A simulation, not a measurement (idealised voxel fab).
The following is a process module called voxel transistor to metal.
The cross-section shown here is cut; it is 265 nm wide and divided into square cells measuring 5 nm on a side.
This document writes a cross-section as a grid whose cells are square, and gives it as bands, listed from the top down; one or more rows of cells form a band. Top, bottom (nm), then materials left to right with widths (nm); lone material tagged "throughout" fills the whole band edge to edge; "blank" = empty space. Heights are expressed relative to 0, this being the level below which the as-received wafer comprises one material exclusively. The lowest band is unbounded in the downward direction and is denoted as in "top 0, no bottom". A two-number width, for instance "30 to 40", indicates that the width is equal to the first number in the top row of the band and to the second number in the bottom row, and that it changes by a constant amount per row of cells. For the purposes of this document, the phrase "same as before" attached to a step denotes that no cell within the cross-section was modified by that step. In "Enclosed void listing" the enclosed voids are listed, meaning empty spaces of 8 cells or larger without any opening to the top. The form is width x height at distance, distance from the left edge, units nm. Formally, on a step line, whatever follows the settings is a remark that the simulator itself makes on the step. "overlay nm" denotes, for a step that has a mask, the displacement of the mask to the right of its planned place, with negative values corresponding to the left.
Steps in the process plan:
1,RECEIVE with material Si
2,OXIDIZE with depth nm 5
3,CONFORMAL_DEP with material SiN, thk nm 10
4,DIRECTIONAL_DEP with material aC, thk nm 15
5,PATTERN with tone cover, mask id ACTIVE, material resist, width nm 95, pitch nm 120, thk nm 30, overlay nm 0
6,DIRECTIONAL_ETCH with etch materials aC, depth nm 15
7,STRIP with etch materials resist
8,DIRECTIONAL_ETCH with etch materials SiN, depth nm 10
9,DIRECTIONAL_ETCH with etch materials SiO2, depth nm 5
10,DIRECTIONAL_ETCH with etch materials Si, depth nm 25
11,STRIP with etch materials aC
12,FILL_DEP with material SiO2, thk nm 10
13,CMP with height nm 10
14,SELECTIVE_ETCH with etch materials SiO2, depth nm 10
15,STRIP with etch materials SiN
16,SELECTIVE_ETCH with etch materials SiO2, depth nm 5
17,OXIDIZE with depth nm 5
18,DIRECTIONAL_DEP with material polySi, thk nm 30
19,DIRECTIONAL_DEP with material SiCN, thk nm 15
20,PATTERN with tone cover, mask id GATE, material resist, width nm 25, pitch nm 120, thk nm 20, overlay nm 0
21,DIRECTIONAL_ETCH with etch materials SiCN, depth nm 25
22,DIRECTIONAL_ETCH with etch materials polySi, depth nm 40
23,STRIP with etch materials resist
24,CONFORMAL_DEP with material SiN, thk nm 10
25,DIRECTIONAL_ETCH with etch materials SiN, depth nm 10
26,DIRECTIONAL_ETCH with etch materials SiO2, depth nm 5
27,DIRECTIONAL_ETCH with etch materials Si, depth nm 10
28,EPI with material pSi, thk nm 15
29,FILL_DEP with material SiO2, thk nm 10
30,CMP with height nm 40
31,DIRECTIONAL_DEP with material SiO2, thk nm 15
32,PATTERN with tone open, mask id CONTACT, material resist, width nm 25, pitch nm 60, thk nm 15, overlay nm 0
33,DIRECTIONAL_ETCH with etch materials SiO2, depth nm 60
34,STRIP with etch materials resist
35,CONFORMAL_DEP with material TiN, thk nm 5
36,FILL_DEP with material W, thk nm 5
37,CMP with height nm 55
38,CONFORMAL_DEP with material SiN, thk nm 5
39,DIRECTIONAL_DEP with material lowk, thk nm 20
40,PATTERN with tone open, mask id METAL_1, material resist, width nm 15, thk nm 20, overlay nm 0
41,DIRECTIONAL_ETCH with etch materials lowk, depth nm 20
42,DIRECTIONAL_ETCH with etch materials SiN, depth nm 5
43,STRIP with etch materials resist
44,CONFORMAL_DEP with material TiN, thk nm 5
45,FILL_DEP with material W, thk nm 10
46,CMP with height nm 80
47,CONFORMAL_DEP with material SiCN, thk nm 5
48,DIRECTIONAL_DEP with material SiO2, thk nm 30
49,MASKED_ETCH with tone open, mask id METAL_2, width nm 15, pitch nm 120, etch materials SiO2, depth nm 20, overlay nm 0
50,DIRECTIONAL_DEP with material aC, thk nm 10
51,PATTERN with tone open, mask id METAL_2_HOLES, material resist, width nm 15, pitch nm 120, thk nm 30, overlay nm 0
52,DIRECTIONAL_ETCH with etch materials aC, depth nm 10
53,STRIP with etch materials resist
54,DIRECTIONAL_ETCH with etch materials SiO2, depth nm 10
55,DIRECTIONAL_ETCH with etch materials SiCN, depth nm 5
56,STRIP with etch materials aC
57,CONFORMAL_DEP with material TiN, thk nm 5
58,FILL_DEP with material Cu, thk nm 10
59,CMP with height nm 115
60,CONFORMAL_DEP with material SiN, thk nm 5
Cross-section of the incoming wafer, state after step 1:
	top 0, no bottom = Si throughout
	Enclosed void listing: none
Run as planned - first of the two wafers cross-sectioned at the end of the module:
	top 120, bottom 115 = SiN throughout
	top 115, bottom 85 = 30 nm SiO2  5 nm TiN  5 nm Cu  5 nm TiN  105 nm SiO2  5 nm TiN  5 nm Cu  5 nm TiN  100 nm SiO2
	top 85, bottom 80 = 30 nm SiCN  15 nm TiN  105 nm SiCN  15 nm TiN  100 nm SiCN
	top 80, bottom 60 = 30 nm lowk  5 nm TiN  5 nm W  5 nm TiN  55 nm lowk  5 nm TiN  5 nm W  5 nm TiN  35 nm lowk  5 nm TiN  5 nm W  5 nm TiN  55 nm lowk  5 nm TiN  5 nm W  5 nm TiN  30 nm lowk
	top 60, bottom 55 = 30 nm SiN  15 nm TiN  55 nm SiN  15 nm TiN  35 nm SiN  15 nm TiN  55 nm SiN  15 nm TiN  30 nm SiN
	top 55, bottom 45 = 30 nm SiO2  5 nm TiN  15 nm W  5 nm TiN  35 nm SiO2  5 nm TiN  15 nm W  5 nm TiN  35 nm SiO2  5 nm TiN  15 nm W  5 nm TiN  35 nm SiO2  5 nm TiN  15 nm W  5 nm TiN  30 nm SiO2
	top 45, bottom 40 = 30 nm SiO2  5 nm TiN  10 nm W  10 nm TiN  35 nm SiO2  10 nm TiN  10 nm W  5 nm TiN  35 nm SiO2  5 nm TiN  10 nm W  10 nm TiN  35 nm SiO2  10 nm TiN  10 nm W  5 nm TiN  30 nm SiO2
	top 40, bottom 25 = 30 nm SiO2  5 nm TiN  10 nm W  5 nm TiN  10 nm SiN  25 nm SiCN  10 nm SiN  5 nm TiN  10 nm W  5 nm TiN  35 nm SiO2  5 nm TiN  10 nm W  5 nm TiN  10 nm SiN  25 nm SiCN  10 nm SiN  5 nm TiN  10 nm W  5 nm TiN  30 nm SiO2
	top 25, bottom 10 = 30 nm SiO2  5 nm TiN  10 nm W  5 nm TiN  10 nm SiN  25 nm polySi  10 nm SiN  5 nm TiN  10 nm W  5 nm TiN  35 nm SiO2  5 nm TiN  10 nm W  5 nm TiN  10 nm SiN  25 nm polySi  10 nm SiN  5 nm TiN  10 nm W  5 nm TiN  30 nm SiO2
	top 10, bottom 5 = 30 nm SiO2  20 nm TiN  10 nm SiN  25 nm polySi  10 nm SiN  20 nm TiN  35 nm SiO2  20 nm TiN  10 nm SiN  25 nm polySi  10 nm SiN  20 nm TiN  30 nm SiO2
	top 5, bottom -5 = 30 nm SiO2  5 nm TiN  15 nm pSi  10 nm SiN  25 nm polySi  10 nm SiN  15 nm pSi  5 nm TiN  35 nm SiO2  5 nm TiN  15 nm pSi  10 nm SiN  25 nm polySi  10 nm SiN  15 nm pSi  5 nm TiN  30 nm SiO2
	top -5, bottom -10 = 20 nm SiO2  30 nm pSi  45 nm SiO2  30 nm pSi  15 nm SiO2  30 nm pSi  45 nm SiO2  30 nm pSi  20 nm SiO2
	top -10, bottom -20 = 25 nm SiO2  25 nm pSi  45 nm Si  25 nm pSi  25 nm SiO2  25 nm pSi  45 nm Si  25 nm pSi  25 nm SiO2
	top -20, bottom -30 = 25 nm SiO2  95 nm Si  25 nm SiO2  95 nm Si  25 nm SiO2
	top -30, no bottom = Si throughout
	Enclosed void listing: none
Cross-section, second wafer: same start as the first, same plan as the first, one mistake in running it; taken at the end of the module:
	top 120, bottom 115 = SiN throughout
	top 115, bottom 95 = 30 nm SiO2  5 nm TiN  5 nm Cu  5 nm TiN  105 nm SiO2  5 nm TiN  5 nm Cu  5 nm TiN  100 nm SiO2
	top 95, bottom 90 = 30 nm SiCN  15 nm TiN  105 nm SiCN  15 nm TiN  100 nm SiCN
	top 90, bottom 85 = W throughout
	top 85, bottom 80 = 35 nm TiN  5 nm W  65 nm TiN  5 nm W  45 nm TiN  5 nm W  65 nm TiN  5 nm W  35 nm TiN
	top 80, bottom 60 = 30 nm lowk  5 nm TiN  5 nm W  5 nm TiN  55 nm lowk  5 nm TiN  5 nm W  5 nm TiN  35 nm lowk  5 nm TiN  5 nm W  5 nm TiN  55 nm lowk  5 nm TiN  5 nm W  5 nm TiN  30 nm lowk
	top 60, bottom 55 = 30 nm SiN  15 nm TiN  55 nm SiN  15 nm TiN  35 nm SiN  15 nm TiN  55 nm SiN  15 nm TiN  30 nm SiN
	top 55, bottom 45 = 30 nm SiO2  5 nm TiN  15 nm W  5 nm TiN  35 nm SiO2  5 nm TiN  15 nm W  5 nm TiN  35 nm SiO2  5 nm TiN  15 nm W  5 nm TiN  35 nm SiO2  5 nm TiN  15 nm W  5 nm TiN  30 nm SiO2
	top 45, bottom 40 = 30 nm SiO2  5 nm TiN  10 nm W  10 nm TiN  35 nm SiO2  10 nm TiN  10 nm W  5 nm TiN  35 nm SiO2  5 nm TiN  10 nm W  10 nm TiN  35 nm SiO2  10 nm TiN  10 nm W  5 nm TiN  30 nm SiO2
	top 40, bottom 25 = 30 nm SiO2  5 nm TiN  10 nm W  5 nm TiN  10 nm SiN  25 nm SiCN  10 nm SiN  5 nm TiN  10 nm W  5 nm TiN  35 nm SiO2  5 nm TiN  10 nm W  5 nm TiN  10 nm SiN  25 nm SiCN  10 nm SiN  5 nm TiN  10 nm W  5 nm TiN  30 nm SiO2
	top 25, bottom 10 = 30 nm SiO2  5 nm TiN  10 nm W  5 nm TiN  10 nm SiN  25 nm polySi  10 nm SiN  5 nm TiN  10 nm W  5 nm TiN  35 nm SiO2  5 nm TiN  10 nm W  5 nm TiN  10 nm SiN  25 nm polySi  10 nm SiN  5 nm TiN  10 nm W  5 nm TiN  30 nm SiO2
	top 10, bottom 5 = 30 nm SiO2  20 nm TiN  10 nm SiN  25 nm polySi  10 nm SiN  20 nm TiN  35 nm SiO2  20 nm TiN  10 nm SiN  25 nm polySi  10 nm SiN  20 nm TiN  30 nm SiO2
	top 5, bottom -5 = 30 nm SiO2  5 nm TiN  15 nm pSi  10 nm SiN  25 nm polySi  10 nm SiN  15 nm pSi  5 nm TiN  35 nm SiO2  5 nm TiN  15 nm pSi  10 nm SiN  25 nm polySi  10 nm SiN  15 nm pSi  5 nm TiN  30 nm SiO2
	top -5, bottom -10 = 20 nm SiO2  30 nm pSi  45 nm SiO2  30 nm pSi  15 nm SiO2  30 nm pSi  45 nm SiO2  30 nm pSi  20 nm SiO2
	top -10, bottom -20 = 25 nm SiO2  25 nm pSi  45 nm Si  25 nm pSi  25 nm SiO2  25 nm pSi  45 nm Si  25 nm pSi  25 nm SiO2
	top -20, bottom -30 = 25 nm SiO2  95 nm Si  25 nm SiO2  95 nm Si  25 nm SiO2
	top -30, no bottom = Si throughout
	Enclosed void listing: none
Diagnosis: off-plan run, step 46, actual operation and settings CMP with height nm 90
In the final state, the cell counts of the second wafer exceed or fall short of those of the first for the following materials: Cu: 4 fewer; SiO2: 94 fewer; TiN: 41 more; W: 57 more
